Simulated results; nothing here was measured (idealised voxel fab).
A process module follows: voxel self aligned vias.
The figure presents cross-section cut, which has a width of 300 nm and is divided into square cells with an edge length of 5 nm.
Format of a cross-section: grid, square cells. Given as bands. Order: top down. Band: one or more rows of cells. A band entry consists of two parts. The first gives the height of the band's top and the height of its bottom, in nm. The rest lists the band's materials from left to right, each with its width in nm. A single material labelled with the word "all across" fills the band from edge to edge, and the word "air" marks empty space. Note: height 0 marks the level under which the wafer is uniformly one material as received. Lowest band unbounded below, written "0 and below". The notation "30 to 40" denotes a width that varies across the rows of cells in the band, beginning at the first number in the top row, finishing at the second number in the bottom row, and changing by an identical amount from each row to the next. "nothing altered" -> step changed no cross-section cell. Closed-off voids of 8+ cells (no open route to the top) go in "Voids, sealed", written width x height at distance from the left edge, in nm. That trailing text on a step's line, after the settings, is the simulator's own remark on the step. overlay nm: on a step with a mask, how far right of its planned place the mask lay; negative means left.

## Planned step list for the process
| 1 | RECEIVE,material Si |
| 2 | CONFORMAL_DEP,material SiO2,thk nm 15 |
| 3 | CONFORMAL_DEP,material SiCN,thk nm 5 |
| 4 | DIRECTIONAL_DEP,material lowk,thk nm 20 |
| 5 | DIRECTIONAL_DEP,material aC,thk nm 10 |
| 6 | PATTERN,tone open,mask id LINES,material resist,width nm 20,pitch nm 60,thk nm 30,overlay nm 0 |
| 7 | DIRECTIONAL_ETCH,etch materials aC,depth nm 10 |
| 8 | STRIP,etch materials resist |
| 9 | DIRECTIONAL_ETCH,etch materials lowk,depth nm 20 |
| 10 | STRIP,etch materials aC |
| 11 | CONFORMAL_DEP,material TiN,thk nm 5 |
| 12 | FILL_DEP,material W,thk nm 5 |
| 13 | CMP,height nm 40 |
| 14 | SELECTIVE_ETCH,etch materials W Ru TiN,depth nm 10 |
| 15 | FILL_DEP,material SiN,thk nm 10 |
| 16 | CMP,height nm 40 |
| 17 | DIRECTIONAL_DEP,material lowk,thk nm 15 |
| 18 | PATTERN,tone open,mask id VIAS,material resist,width nm 40,pitch nm 60,thk nm 20,overlay nm 0 |
| 19 | DIRECTIONAL_ETCH,etch materials lowk,depth nm 15 |
| 20 | DIRECTIONAL_ETCH,etch materials SiN,depth nm 10 |
| 21 | STRIP,etch materials resist |
| 22 | CONFORMAL_DEP,material TiN,thk nm 5 |
| 23 | FILL_DEP,material W,thk nm 5 |
| 24 | CMP,height nm 55 |
| 25 | CONFORMAL_DEP,material SiN,thk nm 5 |

## As received (post step 1): cross-section
- 0 and below: Si all across
- Voids, sealed: none

## First wafer of two, sectioned at end of module; run went per plan
- 60 down to 55: SiN all across
- 55 down to 45: lowk (100), then TiN (5), then W (30), then TiN (5), then lowk (20), then TiN (5), then W (30), then TiN (5), then lowk (100)
- 45 down to 35: lowk (100 to 110), then TiN (15 to 5), then W (10), then TiN (15 to 5), then lowk (20 to 40), then TiN (15 to 5), then W (10), then TiN (15 to 5), then lowk (100 to 110)
- 35 down to 30: lowk (110), then TiN (20), then lowk (40), then TiN (20), then lowk (110)
- 30 down to 25: lowk (110), then TiN (5), then W (10), then TiN (5), then lowk (40), then TiN (5), then W (10), then TiN (5), then lowk (110)
- 25 down to 20: lowk (110), then TiN (20), then lowk (40), then TiN (20), then lowk (110)
- 20 down to 15: SiCN all across
- 15 down to 0: SiO2 all across
- 0 and below: Si all across
- Voids, sealed: none

## Cross-section at end of module for the second wafer of two, which matched the first in starting point and plan and differed by one mistake in its processing
- 60 down to 55: SiN all across
- 55 down to 45: lowk (105), then TiN (5), then W (25), then TiN (5), then lowk (25), then TiN (5), then W (25), then TiN (5), then lowk (100)
- 45 down to 35: lowk (105 to 110), then TiN (10 to 5), then W (10), then TiN (15 to 5), then lowk (25 to 40), then TiN (10 to 5), then W (10), then TiN (15 to 5), then lowk (100 to 110)
- 35 down to 30: lowk (110), then TiN (20), then lowk (40), then TiN (20), then lowk (110)
- 30 down to 25: lowk (110), then TiN (5), then W (10), then TiN (5), then lowk (40), then TiN (5), then W (10), then TiN (5), then lowk (110)
- 25 down to 20: lowk (110), then TiN (20), then lowk (40), then TiN (20), then lowk (110)
- 20 down to 15: SiCN all across
- 15 down to 0: SiO2 all across
- 0 and below: Si all across
- Voids, sealed: none
What was the processing mistake? step 18 ran with different settings than intended, the actual operation and settings being PATTERN,tone open,mask id VIAS,material resist,width nm 35,pitch nm 60,thk nm 20,overlay nm 0
Heads up, by the end the second wafer has more or fewer cells of some materials compared to the first: TiN: 2 fewer; W: 4 fewer; lowk: 6 more
